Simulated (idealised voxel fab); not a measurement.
Process module heading - voxel fin reveal
Cross-section cut spans 215 nm and uses square cells 5 nm in size.
How to read a cross-section here: the picture is a grid of square cells, written as bands going from the top down, and any band can span one or more rows of cells. Quick guide to a band line: top height, bottom height (nm) up front; then every material left to right with its width in nm. Only one material and it's marked "everywhere"? Then it fills the band edge to edge. And "empty" just means empty space. Height 0 is the level under which the wafer as received is all one material. The lowest band goes on downwards, as in "0 down". Per-row width for "30 to 40": begins at first number (top row of band), ends at second number (bottom row), increment between rows held constant. "remained unchanged" -> step changed no cross-section cell. "Enclosed void list" enumerates empty spaces isolated from the top, with no open way to it, that contain at least 8 cells, giving each as width x height at distance from the left edge, all three in nm. Anything after a step's settings on that line? It's the simulator's own note about the step. On any step carrying a mask, the "overlay nm" setting, if present on the step's line, tells how far right of its planned place the mask lay; negative values point to the left.
Planned process steps:
- 1: RECEIVE (material Si)
- 2: CONFORMAL_DEP (material SiN; thk nm 5)
- 3: DIRECTIONAL_DEP (material aC; thk nm 15)
- 4: PATTERN (tone cover; mask id FINS; material resist; width nm 15; pitch nm 40; thk nm 35; overlay nm 0)
- 5: DIRECTIONAL_ETCH (etch materials aC; depth nm 15)
- 6: STRIP (etch materials resist)
- 7: DIRECTIONAL_ETCH (etch materials SiN; depth nm 5)
- 8: DIRECTIONAL_ETCH (etch materials Si; depth nm 40)
- 9: STRIP (etch materials aC)
- 10: OXIDIZE (depth nm 5)
- 11: FILL_DEP (material SiO2; thk nm 10)
- 12: CMP (height nm 5)
- 13: SELECTIVE_ETCH (etch materials SiO2; depth nm 15)
- 14: STRIP (etch materials SiN)
- 15: CONFORMAL_DEP (material HfO2; thk nm 5)
Step 1 complete: cross-section of the wafer as received:
* 0 down = Si everywhere
* Enclosed void list: none
first wafer at the end, as planned:
* 5 to 0 = 60 empty, 15 HfO2, 25 empty, 15 HfO2, 25 empty, 15 HfO2, 60 empty
* 0 to -5 = 60 empty, 5 HfO2, 5 Si, 5 HfO2, 25 empty, 5 HfO2, 5 Si, 5 HfO2, 25 empty, 5 HfO2, 5 Si, 5 HfO2, 60 empty
* -5 to -10 = 65 HfO2, 5 Si, 35 HfO2, 5 Si, 35 HfO2, 5 Si, 65 HfO2
* -10 to -45 = 65 SiO2, 5 Si, 35 SiO2, 5 Si, 35 SiO2, 5 Si, 65 SiO2
* -45 down = Si everywhere
* Enclosed void list: none
Cross-section, wafer two of two, end of module: same start and plan as wafer one, one error in execution:
* 10 to 5 = 55 empty, 25 HfO2, 15 empty, 25 HfO2, 15 empty, 25 HfO2, 55 empty
* 5 to 0 = 55 empty, 5 HfO2, 15 SiN, 5 HfO2, 15 empty, 5 HfO2, 15 SiN, 5 HfO2, 15 empty, 5 HfO2, 15 SiN, 5 HfO2, 55 empty
* 0 to -5 = 55 empty, 10 HfO2, 5 Si, 10 HfO2, 15 empty, 10 HfO2, 5 Si, 10 HfO2, 15 empty, 10 HfO2, 5 Si, 10 HfO2, 55 empty
* -5 to -40 = 60 empty, 5 HfO2, 5 Si, 5 HfO2, 25 empty, 5 HfO2, 5 Si, 5 HfO2, 25 empty, 5 HfO2, 5 Si, 5 HfO2, 60 empty
* -40 to -45 = 65 HfO2, 5 Si, 35 HfO2, 5 Si, 35 HfO2, 5 Si, 65 HfO2
* -45 down = Si everywhere
* Enclosed void list: none
Deviation from plan: step 14 did not use the planned setting and instead ran as STRIP (etch materials SiO2)
FYI, end of process, the second wafer has more or fewer cells of some materials than the first: HfO2 +60, SiN +9, SiO2 -280
